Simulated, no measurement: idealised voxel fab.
The document below concerns the process module designated voxel trench capacitor.
cross-section cut | 245 nm wide | cells 5 nm
In this document a cross-section is written as a grid of square cells. It is given as a series of bands, listed from the top down, and a band is one or more rows of cells. Band: top height; bottom height; in nm. Then, left to right: material with width in nm, for each material. "edge to edge": a single material spanning edge to edge. "air": empty space. Below 0: as-received wafer, all one material; heights counted from there. Lowest band: no bottom, goes on down, written "0 -> down". Read "30->40" as a graded width: first number on top, second number at the bottom, same change between each pair of neighbouring rows. Take "nothing changed" at face value: in the step it is given for, the cross-section changed in none of its cells. Listed in "Sealed void inventory": every empty space of 8 or more cells without an open way to the top. Form: width x height at distance, the distance being from the left edge, all in nm. That trailing text on a step's line, after the settings, is the simulator's own remark on the step. The "overlay nm" setting may appear on a step's line; for a step that uses a mask, it gives how far to the right of its planned position the mask lay, and a negative value indicates the left.

### Process steps foreseen in the plan
1 RECEIVE, material Si
2 CONFORMAL_DEP, material SiN, thk nm 5
3 DIRECTIONAL_DEP, material aC, thk nm 10
4 PATTERN, tone open, mask id TRENCH, material resist, width nm 25, pitch nm 40, thk nm 25, overlay nm 0
5 DIRECTIONAL_ETCH, etch materials aC, depth nm 10
6 STRIP, etch materials resist
7 DIRECTIONAL_ETCH, etch materials SiN, depth nm 5
8 DIRECTIONAL_ETCH, etch materials Si, depth nm 30
9 STRIP, etch materials aC
10 CONFORMAL_DEP, material HfO2, thk nm 5
11 CONFORMAL_DEP, material TiN, thk nm 5
12 FILL_DEP, material W, thk nm 5
13 CMP, height nm 5

### Received-state cross-section, reflecting completion of step 1
> 0 -> down  Si edge to edge
> Sealed void inventory: none

### Wafer cross-section at end of module: start and plan as shown above, one execution error
> 5 -> 0  SiN 65 nm, then HfO2 5 nm, then TiN 5 nm, then W 5 nm, then TiN 5 nm, then HfO2 5 nm, then SiN 15 nm, then HfO2 5 nm, then TiN 5 nm, then W 5 nm, then TiN 5 nm, then HfO2 5 nm, then SiN 15 nm, then HfO2 5 nm, then TiN 5 nm, then W 5 nm, then TiN 5 nm, then HfO2 5 nm, then SiN 75 nm
> 0 -> -20  Si 65 nm, then HfO2 5 nm, then TiN 5 nm, then W 5 nm, then TiN 5 nm, then HfO2 5 nm, then Si 15 nm, then HfO2 5 nm, then TiN 5 nm, then W 5 nm, then TiN 5 nm, then HfO2 5 nm, then Si 15 nm, then HfO2 5 nm, then TiN 5 nm, then W 5 nm, then TiN 5 nm, then HfO2 5 nm, then Si 75 nm
> -20 -> -25  Si 65 nm, then HfO2 5 nm, then TiN 15 nm, then HfO2 5 nm, then Si 15 nm, then HfO2 5 nm, then TiN 15 nm, then HfO2 5 nm, then Si 15 nm, then HfO2 5 nm, then TiN 15 nm, then HfO2 5 nm, then Si 75 nm
> -25 -> -30  Si 65 nm, then HfO2 25 nm, then Si 15 nm, then HfO2 25 nm, then Si 15 nm, then HfO2 25 nm, then Si 75 nm
> -30 -> down  Si edge to edge
> Sealed void inventory: none
It is concluded that the wafer was processed incorrectly with respect to the plan, in that rather than as planned, step 4 actually ran as PATTERN, tone open, mask id TRENCH, material resist, width nm 25, pitch nm 40, thk nm 25, overlay nm -5
